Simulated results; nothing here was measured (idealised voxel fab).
voxel lift off: a process module
cross-section cut | 190 nm wide | cells 5 nm
If you're reading a cross-section in this doc, picture square cells in a grid; it comes to you as bands, top ones listed first down to the bottom, and a band can be one or more rows of cells.
Quick guide to a band line: top height, bottom height (nm) up front; then every material left to right with its width in nm. Only one material and it's marked "everywhere"? Then it fills the band edge to edge. And "empty" just means empty space.
Measure heights from 0. That's the level where, below it, the as-received wafer is all one material. The lowest band is bottomless and extends downward; write it as in "z 0 and below".
The expression "30->40" gives the width at the extremes of the band, the first number at its top row of cells and the second at its bottom row, with the width changing by equal amounts from each row to the next in between.
Step marked "stayed the same"? Then no cell in the cross-section changed in it.
"Enclosed void list": sealed empty spaces, 8 cells or more, no open way to top, listed width x height at distance, with distance from the left edge and width, height and distance in nm.
Post-settings text on a step line: simulator's own remark regarding the step.
"overlay nm" answers the question of how far to the right of plan the mask lay on a step that has a mask, and when it is negative the answer is to the left.
Planned process steps:
1: RECEIVE [material Si]
2: CONFORMAL_DEP [material Al2O3] [thk nm 5]
3: PATTERN [tone open] [mask id LINES] [material resist] [width nm 30] [pitch nm 55] [thk nm 20] [overlay nm 0]
4: DIRECTIONAL_DEP [material Ru] [thk nm 10]
5: STRIP [etch materials resist]
6: CONFORMAL_DEP [material SiCN] [thk nm 5]
Cross-section of the wafer at receipt, which is the condition after step 1:
z 0 and below = Si everywhere
Enclosed void list: none
Starting structure and process plan are as shown above, but one mistake was made in running the module; the wafer cross-section at the end of the module follows:
z 15 to 5 = empty 50 nm, Ru 30 nm, empty 25 nm, Ru 30 nm, empty 55 nm
z 5 to 0 = Al2O3 everywhere
z 0 and below = Si everywhere
Enclosed void list: none
what went wrong: plan step 6: skipped, not run
